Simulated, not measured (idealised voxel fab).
The process module presented herein is designated voxel capacitor over wiring.
cross-section cut | 265 nm wide | cells 5 nm
A cross-section is written here as square cells arranged in a grid, and it is given in bands from the top down, each band taking up one or more rows of cells.
Per band: top height and bottom height in nm, followed by the left-to-right materials and their widths in nm; "throughout" marks a single material spanning edge to edge, "blank" marks empty space.
Heights are measured from 0, the level below which the as-received wafer is all one material; the lowest band has no bottom and continues downward, written as in "z 0 and below".
A width given as "30..40" starts at the first number in the band's top row and ends at the second number in its bottom row, shifting by an equal amount at every step from row to row.
Basically "no change occurred" means that step didn't change any cell in the cross-section.
If an empty space has no open way to the top and is at least 8 cells in size, "Enclosed cavities" lists it, written width x height at distance, where distance is measured from the left edge and every value is in nm.
That trailing text on a step's line, after the settings, is the simulator's own remark on the step.
overlay nm: how far to the right of its planned place the mask lay on this masked step (negative: to the left).
PLAN
step 1: RECEIVE | material Si
step 2: CONFORMAL_DEP | material SiO2 | thk nm 15
step 3: CONFORMAL_DEP | material SiCN | thk nm 5
step 4: DIRECTIONAL_DEP | material SiO2 | thk nm 20
step 5: MASKED_ETCH | tone open | mask id METAL_1 | width nm 30 | pitch nm 90 | etch materials SiO2 | depth nm 20 | overlay nm 0
step 6: MASKED_ETCH | tone open | mask id METAL_1 | width nm 30 | pitch nm 90 | etch materials SiCN | depth nm 5 | overlay nm 0
step 7: CONFORMAL_DEP | material TiN | thk nm 5
step 8: FILL_DEP | material Cu | thk nm 10
step 9: CMP | height nm 40
step 10: CONFORMAL_DEP | material SiCN | thk nm 5
step 11: DIRECTIONAL_DEP | material lowk | thk nm 15
step 12: PATTERN | tone open | mask id PLUG_1 | material resist | width nm 15 | thk nm 20 | overlay nm 0
step 13: DIRECTIONAL_ETCH | etch materials lowk | depth nm 15
step 14: DIRECTIONAL_ETCH | etch materials SiCN | depth nm 5
step 15: STRIP | etch materials resist
step 16: EPI | material Ru | thk nm 10
step 17: EPI | material Ru | thk nm 10
step 18: DIRECTIONAL_DEP | material TiN | thk nm 5
step 19: DIRECTIONAL_DEP | material HfO2 | thk nm 5
step 20: DIRECTIONAL_DEP | material TiN | thk nm 5
step 21: DIRECTIONAL_DEP | material aC | thk nm 15
step 22: PATTERN | tone cover | mask id UPPER_PLATE | material resist | width nm 65 | thk nm 30 | overlay nm 0
step 23: DIRECTIONAL_ETCH | etch materials aC | depth nm 15
step 24: STRIP | etch materials resist
step 25: DIRECTIONAL_ETCH | etch materials TiN | depth nm 5
step 26: DIRECTIONAL_ETCH | etch materials HfO2 | depth nm 5
step 27: STRIP | etch materials aC
step 28: MASKED_ETCH | tone cover | mask id LOWER_PLATE | width nm 75 | etch materials TiN | depth nm 5 | overlay nm 0
step 29: FILL_DEP | material SiO2 | thk nm 15
step 30: CMP | height nm 85
step 31: DIRECTIONAL_DEP | material aC | thk nm 15
step 32: PATTERN | tone open | mask id PLUG_2 | material resist | width nm 15 | thk nm 30 | overlay nm 0
step 33: DIRECTIONAL_ETCH | etch materials aC | depth nm 15
step 34: STRIP | etch materials resist
step 35: DIRECTIONAL_ETCH | etch materials SiO2 | depth nm 10
step 36: STRIP | etch materials aC
step 37: CONFORMAL_DEP | material TiN | thk nm 5
step 38: FILL_DEP | material Cu | thk nm 5
step 39: CMP | height nm 85
step 40: CONFORMAL_DEP | material SiCN | thk nm 5
FIRST WAFER OF TWO (RUN AS PLANNED)
CROSS-SECTION: WAFER ON ARRIVAL = AFTER STEP 1
* z 0 and below: Si throughout
* Enclosed cavities: none
AFTER STEP 2: WAFER CROSS-SECTION
* z 15 to 0: SiO2 throughout
* Everything below 0 is unchanged.
AFTER STEP 3: WAFER CROSS-SECTION
* z 20 to 15: SiCN throughout
* Everything below 15 is unchanged.
AFTER STEP 4: WAFER CROSS-SECTION
* z 40 to 20: SiO2 throughout
* Everything below 20 is unchanged.
AFTER STEP 5: WAFER CROSS-SECTION
* z 40 to 20: 70 SiO2  30 blank  60 SiO2  30 blank  75 SiO2
* Everything below 20 is unchanged.
AFTER STEP 6: WAFER CROSS-SECTION
* z 40 to 20: 70 SiO2  30 blank  60 SiO2  30 blank  75 SiO2
* z 20 to 15: 70 SiCN  30 blank  60 SiCN  30 blank  75 SiCN
* Everything below 15 is unchanged.
AFTER STEP 7: WAFER CROSS-SECTION
* z 45 to 40: 75 TiN  20 blank  70 TiN  20 blank  80 TiN
* z 40 to 20: 70 SiO2  5 TiN  20 blank  5 TiN  60 SiO2  5 TiN  20 blank  5 TiN  75 SiO2
* z 20 to 15: 70 SiCN  30 TiN  60 SiCN  30 TiN  75 SiCN
* Everything below 15 is unchanged.
AFTER STEP 8: WAFER CROSS-SECTION
* z 55 to 45: Cu throughout
* z 45 to 40: 75 TiN  20 Cu  70 TiN  20 Cu  80 TiN
* z 40 to 20: 70 SiO2  5 TiN  20 Cu  5 TiN  60 SiO2  5 TiN  20 Cu  5 TiN  75 SiO2
* Everything below 20 is unchanged.
AFTER STEP 9: WAFER CROSS-SECTION
* z 40 to 20: 70 SiO2  5 TiN  20 Cu  5 TiN  60 SiO2  5 TiN  20 Cu  5 TiN  75 SiO2
* Everything below 20 is unchanged.
AFTER STEP 10: WAFER CROSS-SECTION
* z 45 to 40: SiCN throughout
* Everything below 40 is unchanged.
AFTER STEP 11: WAFER CROSS-SECTION
* z 60 to 45: lowk throughout
* Everything below 45 is unchanged.
AFTER STEP 12: WAFER CROSS-SECTION
* z 80 to 60: 85 resist  15 blank  165 resist
* Everything below 60 is unchanged.
AFTER STEP 13: WAFER CROSS-SECTION
* z 80 to 60: 85 resist  15 blank  165 resist
* z 60 to 45: 85 lowk  15 blank  165 lowk
* Everything below 45 is unchanged.
AFTER STEP 14: WAFER CROSS-SECTION
* z 80 to 60: 85 resist  15 blank  165 resist
* z 60 to 45: 85 lowk  15 blank  165 lowk
* z 45 to 40: 85 SiCN  15 blank  165 SiCN
* Everything below 40 is unchanged.
AFTER STEP 15: WAFER CROSS-SECTION
* z 60 to 45: 85 lowk  15 blank  165 lowk
* Everything below 45 is unchanged.
AFTER STEP 16: WAFER CROSS-SECTION
* z 60 to 50: 85 lowk  15 blank  165 lowk
* z 50 to 45: 85 lowk  15 Ru  165 lowk
* z 45 to 40: 85 SiCN  15 Ru  165 SiCN
* Everything below 40 is unchanged.
AFTER STEP 17: WAFER CROSS-SECTION
* z 60 to 45: 85 lowk  15 Ru  165 lowk
* Everything below 45 is unchanged.
AFTER STEP 18: WAFER CROSS-SECTION
* z 65 to 60: TiN throughout
* Everything below 60 is unchanged.
AFTER STEP 19: WAFER CROSS-SECTION
* z 70 to 65: HfO2 throughout
* Everything below 65 is unchanged.
AFTER STEP 20: WAFER CROSS-SECTION
* z 75 to 70: TiN throughout
* Everything below 70 is unchanged.
AFTER STEP 21: WAFER CROSS-SECTION
* z 90 to 75: aC throughout
* Everything below 75 is unchanged.
AFTER STEP 22: WAFER CROSS-SECTION
* z 120 to 90: 85 blank  65 resist  115 blank
* Everything below 90 is unchanged.
AFTER STEP 23: WAFER CROSS-SECTION
* z 105 to 90: 85 blank  65 resist  115 blank
* z 90 to 75: 85 blank  65 aC  115 blank
* Everything below 75 is unchanged.
AFTER STEP 24: WAFER CROSS-SECTION
* z 90 to 75: 85 blank  65 aC  115 blank
* Everything below 75 is unchanged.
AFTER STEP 25: WAFER CROSS-SECTION
* z 90 to 75: 85 blank  65 aC  115 blank
* z 75 to 70: 85 blank  65 TiN  115 blank
* Everything below 70 is unchanged.
AFTER STEP 26: WAFER CROSS-SECTION
* z 90 to 75: 85 blank  65 aC  115 blank
* z 75 to 70: 85 blank  65 TiN  115 blank
* z 70 to 65: 85 blank  65 HfO2  115 blank
* Everything below 65 is unchanged.
AFTER STEP 27: WAFER CROSS-SECTION
* z 75 to 70: 85 blank  65 TiN  115 blank
* Everything below 70 is unchanged.
AFTER STEP 28: WAFER CROSS-SECTION
* z 75 to 70: 85 blank  65 TiN  115 blank
* z 70 to 65: 85 blank  65 HfO2  115 blank
* z 65 to 60: 80 blank  75 TiN  110 blank
* Everything below 60 is unchanged.
AFTER STEP 29: WAFER CROSS-SECTION
* z 90 to 75: SiO2 throughout
* z 75 to 70: 85 SiO2  65 TiN  115 SiO2
* z 70 to 65: 85 SiO2  65 HfO2  115 SiO2
* z 65 to 60: 80 SiO2  75 TiN  110 SiO2
* Everything below 60 is unchanged.
AFTER STEP 30: WAFER CROSS-SECTION
* z 85 to 75: SiO2 throughout
* Everything below 75 is unchanged.
AFTER STEP 31: WAFER CROSS-SECTION
* z 100 to 85: aC throughout
* Everything below 85 is unchanged.
AFTER STEP 32: WAFER CROSS-SECTION
* z 130 to 100: 95 resist  15 blank  155 resist
* Everything below 100 is unchanged.
AFTER STEP 33: WAFER CROSS-SECTION
* z 115 to 100: 95 resist  15 blank  155 resist
* z 100 to 85: 95 aC  15 blank  155 aC
* Everything below 85 is unchanged.
AFTER STEP 34: WAFER CROSS-SECTION
* z 100 to 85: 95 aC  15 blank  155 aC
* Everything below 85 is unchanged.
AFTER STEP 35: WAFER CROSS-SECTION
* z 100 to 85: 95 aC  15 blank  155 aC
* z 85 to 75: 95 SiO2  15 blank  155 SiO2
* Everything below 75 is unchanged.
AFTER STEP 36: WAFER CROSS-SECTION
* z 85 to 75: 95 SiO2  15 blank  155 SiO2
* Everything below 75 is unchanged.
AFTER STEP 37: WAFER CROSS-SECTION
* z 90 to 85: 100 TiN  5 blank  160 TiN
* z 85 to 80: 95 SiO2  5 TiN  5 blank  5 TiN  155 SiO2
* z 80 to 70: 95..85 SiO2  15..65 TiN  155..115 SiO2
* Everything below 70 is unchanged.
AFTER STEP 38: WAFER CROSS-SECTION
* z 95 to 90: Cu throughout
* z 90 to 85: 100 TiN  5 Cu  160 TiN
* z 85 to 80: 95 SiO2  5 TiN  5 Cu  5 TiN  155 SiO2
* Everything below 80 is unchanged.
AFTER STEP 39: WAFER CROSS-SECTION
* z 85 to 80: 95 SiO2  5 TiN  5 Cu  5 TiN  155 SiO2
* Everything below 80 is unchanged.
AFTER STEP 40: WAFER CROSS-SECTION
* z 90 to 85: SiCN throughout
* Everything below 85 is unchanged.
THE SECOND WAFER: IDENTICAL TO THE FIRST AT THE OUTSET AND IN ITS PLANNED SEQUENCE, DIFFERING ONLY IN THAT ONE MISTAKE WAS MADE DURING PROCESSING; UP TO AND INCLUDING STEP 19, ITS PATH IS THE FIRST WAFER'S PATH
The second wafer in cross-section, at the planned close of step 20: no change occurred
THE SECOND WAFER IN CROSS-SECTION, AT THE PLANNED CLOSE OF STEP 21
* z 85 to 70: aC throughout
* Everything below 70 is unchanged.
THE SECOND WAFER IN CROSS-SECTION, AT THE PLANNED CLOSE OF STEP 22
* z 115 to 85: 85 blank  65 resist  115 blank
* Everything below 85 is unchanged.
THE SECOND WAFER IN CROSS-SECTION, AT THE PLANNED CLOSE OF STEP 23
* z 100 to 85: 85 blank  65 resist  115 blank
* z 85 to 70: 85 blank  65 aC  115 blank
* Everything below 70 is unchanged.
THE SECOND WAFER IN CROSS-SECTION, AT THE PLANNED CLOSE OF STEP 24
* z 85 to 70: 85 blank  65 aC  115 blank
* Everything below 70 is unchanged.
The second wafer in cross-section, at the planned close of step 25: no change occurred
THE SECOND WAFER IN CROSS-SECTION, AT THE PLANNED CLOSE OF STEP 26
* z 85 to 70: 85 blank  65 aC  115 blank
* z 70 to 65: 85 blank  65 HfO2  115 blank
* Everything below 65 is unchanged.
THE SECOND WAFER IN CROSS-SECTION, AT THE PLANNED CLOSE OF STEP 27
* z 70 to 65: 85 blank  65 HfO2  115 blank
* Everything below 65 is unchanged.
THE SECOND WAFER IN CROSS-SECTION, AT THE PLANNED CLOSE OF STEP 28
* z 70 to 65: 85 blank  65 HfO2  115 blank
* z 65 to 60: 80 blank  75 TiN  110 blank
* Everything below 60 is unchanged.
THE SECOND WAFER IN CROSS-SECTION, AT THE PLANNED CLOSE OF STEP 29
* z 85 to 70: SiO2 throughout
* z 70 to 65: 85 SiO2  65 HfO2  115 SiO2
* z 65 to 60: 80 SiO2  75 TiN  110 SiO2
* Everything below 60 is unchanged.
The second wafer in cross-section, at the planned close of step 30: no change occurred
THE SECOND WAFER IN CROSS-SECTION, AT THE PLANNED CLOSE OF STEP 31
* z 100 to 85: aC throughout
* Everything below 85 is unchanged.
THE SECOND WAFER IN CROSS-SECTION, AT THE PLANNED CLOSE OF STEP 32
* z 130 to 100: 95 resist  15 blank  155 resist
* Everything below 100 is unchanged.
THE SECOND WAFER IN CROSS-SECTION, AT THE PLANNED CLOSE OF STEP 33
* z 115 to 100: 95 resist  15 blank  155 resist
* z 100 to 85: 95 aC  15 blank  155 aC
* Everything below 85 is unchanged.
THE SECOND WAFER IN CROSS-SECTION, AT THE PLANNED CLOSE OF STEP 34
* z 100 to 85: 95 aC  15 blank  155 aC
* Everything below 85 is unchanged.
THE SECOND WAFER IN CROSS-SECTION, AT THE PLANNED CLOSE OF STEP 35
* z 100 to 85: 95 aC  15 blank  155 aC
* z 85 to 75: 95 SiO2  15 blank  155 SiO2
* Everything below 75 is unchanged.
THE SECOND WAFER IN CROSS-SECTION, AT THE PLANNED CLOSE OF STEP 36
* z 85 to 75: 95 SiO2  15 blank  155 SiO2
* Everything below 75 is unchanged.
THE SECOND WAFER IN CROSS-SECTION, AT THE PLANNED CLOSE OF STEP 37
* z 90 to 85: 100 TiN  5 blank  160 TiN
* z 85 to 80: 95 SiO2  5 TiN  5 blank  5 TiN  155 SiO2
* z 80 to 75: 95 SiO2  15 TiN  155 SiO2
* Everything below 75 is unchanged.
THE SECOND WAFER IN CROSS-SECTION, AT THE PLANNED CLOSE OF STEP 38
* z 95 to 90: Cu throughout
* z 90 to 85: 100 TiN  5 Cu  160 TiN
* z 85 to 80: 95 SiO2  5 TiN  5 Cu  5 TiN  155 SiO2
* Everything below 80 is unchanged.
THE SECOND WAFER IN CROSS-SECTION, AT THE PLANNED CLOSE OF STEP 39
* z 85 to 80: 95 SiO2  5 TiN  5 Cu  5 TiN  155 SiO2
* Everything below 80 is unchanged.
THE SECOND WAFER IN CROSS-SECTION, AT THE PLANNED CLOSE OF STEP 40
* z 90 to 85: SiCN throughout
* Everything below 85 is unchanged.
Against the plan, the run slipped here: the plan's step 20 went unexecuted, having been skipped
Count the cells at the end and the second wafer has more or fewer of some materials than the first: 13 more of SiO2 | 13 fewer of TiN
